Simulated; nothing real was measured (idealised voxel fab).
This is a process module. Its name is voxel self aligned contacts.
FYI the section here is cut, 205 nm wide, cells are 5 nm squares.
Square cells in a grid make up a cross-section in this document, and the grid is given as bands, listed from the top down, each one or more rows of cells. It is stipulated that each band's entry specify, in nanometres, the height of the top of the band and then that of its bottom, followed by the materials of the band in left-to-right sequence, each together with its width in nanometres. A single material marked by the word "full width" is understood to fill the band from edge to edge; the word "empty" is understood to denote empty space. Convention: height 0 is the level below which the wafer, as received, is all one material. The lowest band does not terminate at the bottom but continues downward, represented as "0 nm and below". Quick explanation for "30->40": the width changes in equal steps down the rows of cells, from the first number in the band's top row to the second number in its bottom row. "nothing different" means the step left every cell of the cross-section as it was. Closed-off voids of 8+ cells (no open route to the top) go in "Trapped cavities", written width x height at distance from the left edge, in nm. Past the settings on a step's line: simulator remark, on that step. overlay nm, on a step with a mask: how far to the right of its planned place the mask lay; to the left if negative.

[Listed below are the process steps as planned]
1 RECEIVE | material Si
2 OXIDIZE | depth nm 5
3 DIRECTIONAL_DEP | material polySi | thk nm 30
4 DIRECTIONAL_DEP | material SiN | thk nm 20
5 MASKED_ETCH | tone cover | mask id GATE | width nm 25 | pitch nm 50 | etch materials SiN | depth nm 20 | overlay nm 0
6 MASKED_ETCH | tone cover | mask id GATE | width nm 25 | pitch nm 50 | etch materials polySi | depth nm 30 | overlay nm 0
7 CONFORMAL_DEP | material SiN | thk nm 5
8 DIRECTIONAL_ETCH | etch materials SiN | depth nm 5
9 FILL_DEP | material SiO2 | thk nm 10
10 CMP | height nm 55
11 DIRECTIONAL_DEP | material aC | thk nm 10
12 PATTERN | tone open | mask id CONTACT | material resist | width nm 35 | thk nm 25 | overlay nm 0
13 DIRECTIONAL_ETCH | etch materials aC | depth nm 10
14 STRIP | etch materials resist
15 DIRECTIONAL_ETCH | etch materials SiO2 | depth nm 60
16 STRIP | etch materials aC
17 CONFORMAL_DEP | material TiN | thk nm 5
18 FILL_DEP | material W | thk nm 10
19 CMP | height nm 55
20 CONFORMAL_DEP | material SiCN | thk nm 5

[So this is the incoming wafer in cross-section - it's already been through step 1]
    0 nm and below  Si full width
    Trapped cavities: none

[Cross-section: first of two wafers, module finished, run according to plan]
    60 nm to 55 nm  SiCN full width
    55 nm to 50 nm  SiO2: 85 / TiN: 15 / W: 5 / TiN: 15 / SiO2: 85
    50 nm to 30 nm  SiO2: 60 / SiN: 35 / TiN: 5 / W: 5 / TiN: 5 / SiN: 35 / SiO2: 60
    30 nm to 0 nm  SiO2: 60 / SiN: 5 / polySi: 25 / SiN: 5 / TiN: 5 / W: 5 / TiN: 5 / SiN: 5 / polySi: 25 / SiN: 5 / SiO2: 60
    0 nm to -5 nm  SiO2: 95 / TiN: 15 / SiO2: 95
    -5 nm and below  Si full width
    Trapped cavities: none

[End of module, second wafer, cross-section. Started like the first, planned like the first, run with one mistake]
    60 nm to 55 nm  SiCN full width
    55 nm to 40 nm  SiO2: 60 / SiN: 35 / TiN: 5 / W: 5 / TiN: 5 / SiN: 35 / SiO2: 60
    40 nm to 35 nm  SiO2: 60 / SiN: 35 / TiN: 15 / SiN: 35 / SiO2: 60
    35 nm to 30 nm  SiN full width
    30 nm to 0 nm  polySi full width
    0 nm to -5 nm  SiO2 full width
    -5 nm and below  Si full width
    Trapped cavities: none
Run error: off-plan run, step 4, actual operation and settings DIRECTIONAL_DEP | material SiN | thk nm 25
Cell-count delta at end, second wafer over first, by material: SiN: 17 more, SiO2: 175 fewer, TiN: 20 fewer, W: 8 fewer, polySi: 186 more
